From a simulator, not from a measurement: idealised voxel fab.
A process module follows: voxel transistor to metal.
The cross-section on display is named cut; it measures 145 nm wide, and its cells are 5 nm squares.
A cross-section is a grid of square cells, given in bands from the top down. A band is one or more rows of cells.
Band entry format. Leading values: height of top, height of bottom, nm. Remainder: materials in left-to-right order, each with its width in nm. Special words: "full width" on a single material, which then fills the band edge to edge; "blank", empty space.
Convention: height 0 is the level below which the wafer, as received, is all one material. The lowest band does not terminate at the bottom but continues downward, represented as "from 0 down".
Think of "30 to 40" as a width that walks from the first number to the second as you go down the band, top row to bottom row, taking equal-sized steps from row to row.
You'll sometimes find "identical to before" written for a step, and that's the way of saying that nowhere in the cross-section did a cell change during that step.
Any empty space of 8 cells or more lacking an open way to the top shows up in "Closed cavities" as width x height at distance, distance from the left edge, in nm.
after a step's settings: what the simulator itself notes on the step
Regarding "overlay nm": on a step with a mask, it is the distance the mask lay to the right of its planned place; a negative value places it to the left.
Process steps - plan
1) RECEIVE, material Si
2) CONFORMAL_DEP, material SiO2, thk nm 5
3) CONFORMAL_DEP, material SiN, thk nm 10
4) MASKED_ETCH, tone cover, mask id ACTIVE, width nm 95, etch materials SiN, depth nm 10, overlay nm 0
5) MASKED_ETCH, tone cover, mask id ACTIVE, width nm 95, etch materials SiO2, depth nm 5, overlay nm 0
6) MASKED_ETCH, tone cover, mask id ACTIVE, width nm 95, etch materials Si, depth nm 35, overlay nm 0
7) OXIDIZE, depth nm 5
8) FILL_DEP, material SiO2, thk nm 15
9) CMP, height nm 15
10) SELECTIVE_ETCH, etch materials SiO2, depth nm 10
11) STRIP, etch materials SiN
12) SELECTIVE_ETCH, etch materials SiO2, depth nm 5
13) OXIDIZE, depth nm 5
14) DIRECTIONAL_DEP, material polySi, thk nm 30
15) DIRECTIONAL_DEP, material SiCN, thk nm 10
16) MASKED_ETCH, tone cover, mask id GATE, width nm 25, etch materials SiCN, depth nm 20, overlay nm 0
17) MASKED_ETCH, tone cover, mask id GATE, width nm 25, etch materials polySi, depth nm 40, overlay nm 0
18) CONFORMAL_DEP, material SiN, thk nm 5
19) DIRECTIONAL_ETCH, etch materials SiN, depth nm 5
20) DIRECTIONAL_ETCH, etch materials SiO2, depth nm 5
21) EPI, material SiGe, thk nm 5
22) FILL_DEP, material SiO2, thk nm 5
23) CMP, height nm 40
24) DIRECTIONAL_DEP, material SiO2, thk nm 10
25) PATTERN, tone open, mask id CONTACT, material resist, width nm 15, pitch nm 70, thk nm 20, overlay nm 0
26) DIRECTIONAL_ETCH, etch materials SiO2, depth nm 50
27) STRIP, etch materials resist
28) CONFORMAL_DEP, material TiN, thk nm 5
29) FILL_DEP, material W, thk nm 10
30) CMP, height nm 50
31) CONFORMAL_DEP, material SiCN, thk nm 5
32) DIRECTIONAL_DEP, material lowk, thk nm 25
33) DIRECTIONAL_DEP, material aC, thk nm 15
34) PATTERN, tone open, mask id METAL_1, material resist, width nm 15, pitch nm 70, thk nm 30, overlay nm 0
35) DIRECTIONAL_ETCH, etch materials aC, depth nm 15
36) STRIP, etch materials resist
37) DIRECTIONAL_ETCH, etch materials lowk, depth nm 25
38) DIRECTIONAL_ETCH, etch materials SiCN, depth nm 5
39) STRIP, etch materials aC
40) CONFORMAL_DEP, material TiN, thk nm 5
41) FILL_DEP, material Ru, thk nm 10
42) CMP, height nm 80
43) CONFORMAL_DEP, material SiCN, thk nm 5
44) DIRECTIONAL_DEP, material lowk, thk nm 35
45) PATTERN, tone open, mask id METAL_2, material resist, width nm 15, pitch nm 70, thk nm 15, overlay nm 0
46) DIRECTIONAL_ETCH, etch materials lowk, depth nm 20
47) STRIP, etch materials resist
48) MASKED_ETCH, tone open, mask id METAL_2_HOLES, width nm 15, pitch nm 70, etch materials lowk, depth nm 15, overlay nm 0
49) MASKED_ETCH, tone open, mask id METAL_2_HOLES, width nm 15, pitch nm 70, etch materials SiCN, depth nm 5, overlay nm 0
50) CONFORMAL_DEP, material TiN, thk nm 5
51) FILL_DEP, material Ru, thk nm 10
52) CMP, height nm 120
53) CONFORMAL_DEP, material SiN, thk nm 5
The following pertains to the first of two wafers, which was processed as planned
as received, after step 1
from 0 down = Si full width
Closed cavities: none
How the wafer stands in section after step 2
from 5 to 0 = SiO2 full width
Anything lower than 0 is untouched.
How the wafer stands in section after step 3
from 15 to 5 = SiN full width
Anything lower than 5 is untouched.
How the wafer stands in section after step 4
from 15 to 5 = blank=25  SiN=95  blank=25
Anything lower than 5 is untouched.
How the wafer stands in section after step 5
from 15 to 5 = blank=25  SiN=95  blank=25
from 5 to 0 = blank=25  SiO2=95  blank=25
Anything lower than 0 is untouched.
How the wafer stands in section after step 6
from 15 to 5 = blank=25  SiN=95  blank=25
from 5 to 0 = blank=25  SiO2=95  blank=25
from 0 to -35 = blank=25  Si=95  blank=25
Anything lower than -35 is untouched.
How the wafer stands in section after step 7
from 15 to 5 = blank=25  SiN=95  blank=25
from 5 to 0 = blank=25  SiO2=95  blank=25
from 0 to -35 = blank=25  SiO2=5  Si=85  SiO2=5  blank=25
from -35 to -40 = SiO2=30  Si=85  SiO2=30
Anything lower than -40 is untouched.
How the wafer stands in section after step 8
from 30 to 15 = SiO2 full width
from 15 to 5 = SiO2=25  SiN=95  SiO2=25
from 5 to 0 = SiO2 full width
from 0 to -40 = SiO2=30  Si=85  SiO2=30
Anything lower than -40 is untouched.
How the wafer stands in section after step 9
from 15 to 5 = SiO2=25  SiN=95  SiO2=25
Anything lower than 5 is untouched.
How the wafer stands in section after step 10
from 15 to 5 = blank=25  SiN=95  blank=25
Anything lower than 5 is untouched.
How the wafer stands in section after step 11
from 5 to 0 = SiO2 full width
Anything lower than 0 is untouched.
How the wafer stands in section after step 12
from 0 to -40 = SiO2=30  Si=85  SiO2=30
Anything lower than -40 is untouched.
How the wafer stands in section after step 13
from 0 to -5 = SiO2 full width
Anything lower than -5 is untouched.
How the wafer stands in section after step 14
from 30 to 0 = polySi full width
Anything lower than 0 is untouched.
How the wafer stands in section after step 15
from 40 to 30 = SiCN full width
Anything lower than 30 is untouched.
How the wafer stands in section after step 16
from 40 to 30 = blank=60  SiCN=25  blank=60
Anything lower than 30 is untouched.
How the wafer stands in section after step 17
from 40 to 30 = blank=60  SiCN=25  blank=60
from 30 to 0 = blank=60  polySi=25  blank=60
Anything lower than 0 is untouched.
How the wafer stands in section after step 18
from 45 to 40 = blank=55  SiN=35  blank=55
from 40 to 30 = blank=55  SiN=5  SiCN=25  SiN=5  blank=55
from 30 to 5 = blank=55  SiN=5  polySi=25  SiN=5  blank=55
from 5 to 0 = SiN=60  polySi=25  SiN=60
Anything lower than 0 is untouched.
How the wafer stands in section after step 19
from 40 to 30 = blank=55  SiN=5  SiCN=25  SiN=5  blank=55
from 30 to 0 = blank=55  SiN=5  polySi=25  SiN=5  blank=55
Anything lower than 0 is untouched.
How the wafer stands in section after step 20
from 40 to 30 = blank=55  SiN=5  SiCN=25  SiN=5  blank=55
from 30 to 0 = blank=55  SiN=5  polySi=25  SiN=5  blank=55
from 0 to -5 = blank=55  SiO2=35  blank=55
Anything lower than -5 is untouched.
How the wafer stands in section after step 21
from 40 to 30 = blank=55  SiN=5  SiCN=25  SiN=5  blank=55
from 30 to 0 = blank=55  SiN=5  polySi=25  SiN=5  blank=55
from 0 to -5 = blank=25  SiGe=30  SiO2=35  SiGe=30  blank=25
Anything lower than -5 is untouched.
How the wafer stands in section after step 22
from 45 to 40 = SiO2 full width
from 40 to 30 = SiO2=55  SiN=5  SiCN=25  SiN=5  SiO2=55
from 30 to 0 = SiO2=55  SiN=5  polySi=25  SiN=5  SiO2=55
from 0 to -5 = SiO2=25  SiGe=30  SiO2=35  SiGe=30  SiO2=25
Anything lower than -5 is untouched.
How the wafer stands in section after step 23
from 40 to 30 = SiO2=55  SiN=5  SiCN=25  SiN=5  SiO2=55
Anything lower than 30 is untouched.
How the wafer stands in section after step 24
from 50 to 40 = SiO2 full width
Anything lower than 40 is untouched.
How the wafer stands in section after step 25
from 70 to 50 = resist=30  blank=15  resist=55  blank=15  resist=30
Anything lower than 50 is untouched.
How the wafer stands in section after step 26
from 70 to 50 = resist=30  blank=15  resist=55  blank=15  resist=30
from 50 to 40 = SiO2=30  blank=15  SiO2=55  blank=15  SiO2=30
from 40 to 30 = SiO2=30  blank=15  SiO2=10  SiN=5  SiCN=25  SiN=5  SiO2=10  blank=15  SiO2=30
from 30 to 0 = SiO2=30  blank=15  SiO2=10  SiN=5  polySi=25  SiN=5  SiO2=10  blank=15  SiO2=30
Anything lower than 0 is untouched.
How the wafer stands in section after step 27
from 50 to 40 = SiO2=30  blank=15  SiO2=55  blank=15  SiO2=30
Anything lower than 40 is untouched.
How the wafer stands in section after step 28
from 55 to 50 = TiN=35  blank=5  TiN=65  blank=5  TiN=35
from 50 to 40 = SiO2=30  TiN=5  blank=5  TiN=5  SiO2=55  TiN=5  blank=5  TiN=5  SiO2=30
from 40 to 30 = SiO2=30  TiN=5  blank=5  TiN=5  SiO2=10  SiN=5  SiCN=25  SiN=5  SiO2=10  TiN=5  blank=5  TiN=5  SiO2=30
from 30 to 5 = SiO2=30  TiN=5  blank=5  TiN=5  SiO2=10  SiN=5  polySi=25  SiN=5  SiO2=10  TiN=5  blank=5  TiN=5  SiO2=30
from 5 to 0 = SiO2=30  TiN=15  SiO2=10  SiN=5  polySi=25  SiN=5  SiO2=10  TiN=15  SiO2=30
Anything lower than 0 is untouched.
How the wafer stands in section after step 29
from 65 to 55 = W full width
from 55 to 50 = TiN=35  W=5  TiN=65  W=5  TiN=35
from 50 to 40 = SiO2=30  TiN=5  W=5  TiN=5  SiO2=55  TiN=5  W=5  TiN=5  SiO2=30
from 40 to 30 = SiO2=30  TiN=5  W=5  TiN=5  SiO2=10  SiN=5  SiCN=25  SiN=5  SiO2=10  TiN=5  W=5  TiN=5  SiO2=30
from 30 to 5 = SiO2=30  TiN=5  W=5  TiN=5  SiO2=10  SiN=5  polySi=25  SiN=5  SiO2=10  TiN=5  W=5  TiN=5  SiO2=30
Anything lower than 5 is untouched.
How the wafer stands in section after step 30
from 50 to 40 = SiO2=30  TiN=5  W=5  TiN=5  SiO2=55  TiN=5  W=5  TiN=5  SiO2=30
Anything lower than 40 is untouched.
How the wafer stands in section after step 31
from 55 to 50 = SiCN full width
Anything lower than 50 is untouched.
How the wafer stands in section after step 32
from 80 to 55 = lowk full width
Anything lower than 55 is untouched.
How the wafer stands in section after step 33
from 95 to 80 = aC full width
Anything lower than 80 is untouched.
How the wafer stands in section after step 34
from 125 to 95 = resist=30  blank=15  resist=55  blank=15  resist=30
Anything lower than 95 is untouched.
How the wafer stands in section after step 35
from 110 to 95 = resist=30  blank=15  resist=55  blank=15  resist=30
from 95 to 80 = aC=30  blank=15  aC=55  blank=15  aC=30
Anything lower than 80 is untouched.
How the wafer stands in section after step 36
from 95 to 80 = aC=30  blank=15  aC=55  blank=15  aC=30
Anything lower than 80 is untouched.
How the wafer stands in section after step 37
from 95 to 80 = aC=30  blank=15  aC=55  blank=15  aC=30
from 80 to 55 = lowk=30  blank=15  lowk=55  blank=15  lowk=30
Anything lower than 55 is untouched.
How the wafer stands in section after step 38
from 95 to 80 = aC=30  blank=15  aC=55  blank=15  aC=30
from 80 to 55 = lowk=30  blank=15  lowk=55  blank=15  lowk=30
from 55 to 50 = SiCN=30  blank=15  SiCN=55  blank=15  SiCN=30
Anything lower than 50 is untouched.
How the wafer stands in section after step 39
from 80 to 55 = lowk=30  blank=15  lowk=55  blank=15  lowk=30
Anything lower than 55 is untouched.
How the wafer stands in section after step 40
from 85 to 80 = TiN=35  blank=5  TiN=65  blank=5  TiN=35
from 80 to 55 = lowk=30  TiN=5  blank=5  TiN=5  lowk=55  TiN=5  blank=5  TiN=5  lowk=30
from 55 to 50 = SiCN=30  TiN=15  SiCN=55  TiN=15  SiCN=30
Anything lower than 50 is untouched.
How the wafer stands in section after step 41
from 95 to 85 = Ru full width
from 85 to 80 = TiN=35  Ru=5  TiN=65  Ru=5  TiN=35
from 80 to 55 = lowk=30  TiN=5  Ru=5  TiN=5  lowk=55  TiN=5  Ru=5  TiN=5  lowk=30
Anything lower than 55 is untouched.
How the wafer stands in section after step 42
from 80 to 55 = lowk=30  TiN=5  Ru=5  TiN=5  lowk=55  TiN=5  Ru=5  TiN=5  lowk=30
Anything lower than 55 is untouched.
How the wafer stands in section after step 43
from 85 to 80 = SiCN full width
Anything lower than 80 is untouched.
How the wafer stands in section after step 44
from 120 to 85 = lowk full width
Anything lower than 85 is untouched.
How the wafer stands in section after step 45
from 135 to 120 = resist=30  blank=15  resist=55  blank=15  resist=30
Anything lower than 120 is untouched.
How the wafer stands in section after step 46
from 135 to 120 = resist=30  blank=15  resist=55  blank=15  resist=30
from 120 to 100 = lowk=30  blank=15  lowk=55  blank=15  lowk=30
Anything lower than 100 is untouched.
How the wafer stands in section after step 47
from 120 to 100 = lowk=30  blank=15  lowk=55  blank=15  lowk=30
Anything lower than 100 is untouched.
How the wafer stands in section after step 48
from 120 to 85 = lowk=30  blank=15  lowk=55  blank=15  lowk=30
Anything lower than 85 is untouched.
How the wafer stands in section after step 49
from 120 to 85 = lowk=30  blank=15  lowk=55  blank=15  lowk=30
from 85 to 80 = SiCN=30  blank=15  SiCN=55  blank=15  SiCN=30
Anything lower than 80 is untouched.
How the wafer stands in section after step 50
from 125 to 120 = TiN=35  blank=5  TiN=65  blank=5  TiN=35
from 120 to 85 = lowk=30  TiN=5  blank=5  TiN=5  lowk=55  TiN=5  blank=5  TiN=5  lowk=30
from 85 to 80 = SiCN=30  TiN=15  SiCN=55  TiN=15  SiCN=30
Anything lower than 80 is untouched.
How the wafer stands in section after step 51
from 135 to 125 = Ru full width
from 125 to 120 = TiN=35  Ru=5  TiN=65  Ru=5  TiN=35
from 120 to 85 = lowk=30  TiN=5  Ru=5  TiN=5  lowk=55  TiN=5  Ru=5  TiN=5  lowk=30
Anything lower than 85 is untouched.
How the wafer stands in section after step 52
from 120 to 85 = lowk=30  TiN=5  Ru=5  TiN=5  lowk=55  TiN=5  Ru=5  TiN=5  lowk=30
Anything lower than 85 is untouched.
How the wafer stands in section after step 53
from 125 to 120 = SiN full width
Anything lower than 120 is untouched.
Wafer two. Identical start, identical plan. One mistake in execution. Identical history through step 20
Second wafer profile in section, at the moment step 21 of the plan was meant to be complete
from 40 to 30 = blank=55  SiN=5  SiCN=25  SiN=5  blank=55
from 30 to 0 = blank=55  SiN=5  polySi=25  SiN=5  blank=55
from 0 to -5 = blank=25  Si=30  SiO2=35  Si=30  blank=25
Anything lower than -5 is untouched.
Second wafer profile in section, at the moment step 22 of the plan was meant to be complete
from 45 to 40 = SiO2 full width
from 40 to 30 = SiO2=55  SiN=5  SiCN=25  SiN=5  SiO2=55
from 30 to 0 = SiO2=55  SiN=5  polySi=25  SiN=5  SiO2=55
from 0 to -5 = SiO2=25  Si=30  SiO2=35  Si=30  SiO2=25
Anything lower than -5 is untouched.
Second wafer profile in section, at the moment step 23 of the plan was meant to be complete
from 40 to 30 = SiO2=55  SiN=5  SiCN=25  SiN=5  SiO2=55
Anything lower than 30 is untouched.
Second wafer profile in section, at the moment step 24 of the plan was meant to be complete
from 50 to 40 = SiO2 full width
Anything lower than 40 is untouched.
Second wafer profile in section, at the moment step 25 of the plan was meant to be complete
from 70 to 50 = resist=30  blank=15  resist=55  blank=15  resist=30
Anything lower than 50 is untouched.
Second wafer profile in section, at the moment step 26 of the plan was meant to be complete
from 70 to 50 = resist=30  blank=15  resist=55  blank=15  resist=30
from 50 to 40 = SiO2=30  blank=15  SiO2=55  blank=15  SiO2=30
from 40 to 30 = SiO2=30  blank=15  SiO2=10  SiN=5  SiCN=25  SiN=5  SiO2=10  blank=15  SiO2=30
from 30 to 0 = SiO2=30  blank=15  SiO2=10  SiN=5  polySi=25  SiN=5  SiO2=10  blank=15  SiO2=30
Anything lower than 0 is untouched.
Second wafer profile in section, at the moment step 27 of the plan was meant to be complete
from 50 to 40 = SiO2=30  blank=15  SiO2=55  blank=15  SiO2=30
Anything lower than 40 is untouched.
Second wafer profile in section, at the moment step 28 of the plan was meant to be complete
from 55 to 50 = TiN=35  blank=5  TiN=65  blank=5  TiN=35
from 50 to 40 = SiO2=30  TiN=5  blank=5  TiN=5  SiO2=55  TiN=5  blank=5  TiN=5  SiO2=30
from 40 to 30 = SiO2=30  TiN=5  blank=5  TiN=5  SiO2=10  SiN=5  SiCN=25  SiN=5  SiO2=10  TiN=5  blank=5  TiN=5  SiO2=30
from 30 to 5 = SiO2=30  TiN=5  blank=5  TiN=5  SiO2=10  SiN=5  polySi=25  SiN=5  SiO2=10  TiN=5  blank=5  TiN=5  SiO2=30
from 5 to 0 = SiO2=30  TiN=15  SiO2=10  SiN=5  polySi=25  SiN=5  SiO2=10  TiN=15  SiO2=30
Anything lower than 0 is untouched.
Second wafer profile in section, at the moment step 29 of the plan was meant to be complete
from 65 to 55 = W full width
from 55 to 50 = TiN=35  W=5  TiN=65  W=5  TiN=35
from 50 to 40 = SiO2=30  TiN=5  W=5  TiN=5  SiO2=55  TiN=5  W=5  TiN=5  SiO2=30
from 40 to 30 = SiO2=30  TiN=5  W=5  TiN=5  SiO2=10  SiN=5  SiCN=25  SiN=5  SiO2=10  TiN=5  W=5  TiN=5  SiO2=30
from 30 to 5 = SiO2=30  TiN=5  W=5  TiN=5  SiO2=10  SiN=5  polySi=25  SiN=5  SiO2=10  TiN=5  W=5  TiN=5  SiO2=30
Anything lower than 5 is untouched.
Second wafer profile in section, at the moment step 30 of the plan was meant to be complete
from 50 to 40 = SiO2=30  TiN=5  W=5  TiN=5  SiO2=55  TiN=5  W=5  TiN=5  SiO2=30
Anything lower than 40 is untouched.
Second wafer profile in section, at the moment step 31 of the plan was meant to be complete
from 55 to 50 = SiCN full width
Anything lower than 50 is untouched.
Second wafer profile in section, at the moment step 32 of the plan was meant to be complete
from 80 to 55 = lowk full width
Anything lower than 55 is untouched.
Second wafer profile in section, at the moment step 33 of the plan was meant to be complete
from 95 to 80 = aC full width
Anything lower than 80 is untouched.
Second wafer profile in section, at the moment step 34 of the plan was meant to be complete
from 125 to 95 = resist=30  blank=15  resist=55  blank=15  resist=30
Anything lower than 95 is untouched.
Second wafer profile in section, at the moment step 35 of the plan was meant to be complete
from 110 to 95 = resist=30  blank=15  resist=55  blank=15  resist=30
from 95 to 80 = aC=30  blank=15  aC=55  blank=15  aC=30
Anything lower than 80 is untouched.
Second wafer profile in section, at the moment step 36 of the plan was meant to be complete
from 95 to 80 = aC=30  blank=15  aC=55  blank=15  aC=30
Anything lower than 80 is untouched.
Second wafer profile in section, at the moment step 37 of the plan was meant to be complete
from 95 to 80 = aC=30  blank=15  aC=55  blank=15  aC=30
from 80 to 55 = lowk=30  blank=15  lowk=55  blank=15  lowk=30
Anything lower than 55 is untouched.
Second wafer profile in section, at the moment step 38 of the plan was meant to be complete
from 95 to 80 = aC=30  blank=15  aC=55  blank=15  aC=30
from 80 to 55 = lowk=30  blank=15  lowk=55  blank=15  lowk=30
from 55 to 50 = SiCN=30  blank=15  SiCN=55  blank=15  SiCN=30
Anything lower than 50 is untouched.
Second wafer profile in section, at the moment step 39 of the plan was meant to be complete
from 80 to 55 = lowk=30  blank=15  lowk=55  blank=15  lowk=30
Anything lower than 55 is untouched.
Second wafer profile in section, at the moment step 40 of the plan was meant to be complete
from 85 to 80 = TiN=35  blank=5  TiN=65  blank=5  TiN=35
from 80 to 55 = lowk=30  TiN=5  blank=5  TiN=5  lowk=55  TiN=5  blank=5  TiN=5  lowk=30
from 55 to 50 = SiCN=30  TiN=15  SiCN=55  TiN=15  SiCN=30
Anything lower than 50 is untouched.
Second wafer profile in section, at the moment step 41 of the plan was meant to be complete
from 95 to 85 = Ru full width
from 85 to 80 = TiN=35  Ru=5  TiN=65  Ru=5  TiN=35
from 80 to 55 = lowk=30  TiN=5  Ru=5  TiN=5  lowk=55  TiN=5  Ru=5  TiN=5  lowk=30
Anything lower than 55 is untouched.
Second wafer profile in section, at the moment step 42 of the plan was meant to be complete
from 80 to 55 = lowk=30  TiN=5  Ru=5  TiN=5  lowk=55  TiN=5  Ru=5  TiN=5  lowk=30
Anything lower than 55 is untouched.
Second wafer profile in section, at the moment step 43 of the plan was meant to be complete
from 85 to 80 = SiCN full width
Anything lower than 80 is untouched.
Second wafer profile in section, at the moment step 44 of the plan was meant to be complete
from 120 to 85 = lowk full width
Anything lower than 85 is untouched.
Second wafer profile in section, at the moment step 45 of the plan was meant to be complete
from 135 to 120 = resist=30  blank=15  resist=55  blank=15  resist=30
Anything lower than 120 is untouched.
Second wafer profile in section, at the moment step 46 of the plan was meant to be complete
from 135 to 120 = resist=30  blank=15  resist=55  blank=15  resist=30
from 120 to 100 = lowk=30  blank=15  lowk=55  blank=15  lowk=30
Anything lower than 100 is untouched.
Second wafer profile in section, at the moment step 47 of the plan was meant to be complete
from 120 to 100 = lowk=30  blank=15  lowk=55  blank=15  lowk=30
Anything lower than 100 is untouched.
Second wafer profile in section, at the moment step 48 of the plan was meant to be complete
from 120 to 85 = lowk=30  blank=15  lowk=55  blank=15  lowk=30
Anything lower than 85 is untouched.
Second wafer profile in section, at the moment step 49 of the plan was meant to be complete
from 120 to 85 = lowk=30  blank=15  lowk=55  blank=15  lowk=30
from 85 to 80 = SiCN=30  blank=15  SiCN=55  blank=15  SiCN=30
Anything lower than 80 is untouched.
Second wafer profile in section, at the moment step 50 of the plan was meant to be complete
from 125 to 120 = TiN=35  blank=5  TiN=65  blank=5  TiN=35
from 120 to 85 = lowk=30  TiN=5  blank=5  TiN=5  lowk=55  TiN=5  blank=5  TiN=5  lowk=30
from 85 to 80 = SiCN=30  TiN=15  SiCN=55  TiN=15  SiCN=30
Anything lower than 80 is untouched.
Second wafer profile in section, at the moment step 51 of the plan was meant to be complete
from 135 to 125 = Ru full width
from 125 to 120 = TiN=35  Ru=5  TiN=65  Ru=5  TiN=35
from 120 to 85 = lowk=30  TiN=5  Ru=5  TiN=5  lowk=55  TiN=5  Ru=5  TiN=5  lowk=30
Anything lower than 85 is untouched.
Second wafer profile in section, at the moment step 52 of the plan was meant to be complete
from 120 to 85 = lowk=30  TiN=5  Ru=5  TiN=5  lowk=55  TiN=5  Ru=5  TiN=5  lowk=30
Anything lower than 85 is untouched.
Second wafer profile in section, at the moment step 53 of the plan was meant to be complete
from 125 to 120 = SiN full width
Anything lower than 120 is untouched.
Run error: for step 21, the planned setting was not used; the step was instead run as EPI, material Si, thk nm 5
at the end the second wafer has, in cells: Si: 12 more | SiGe: 12 fewer
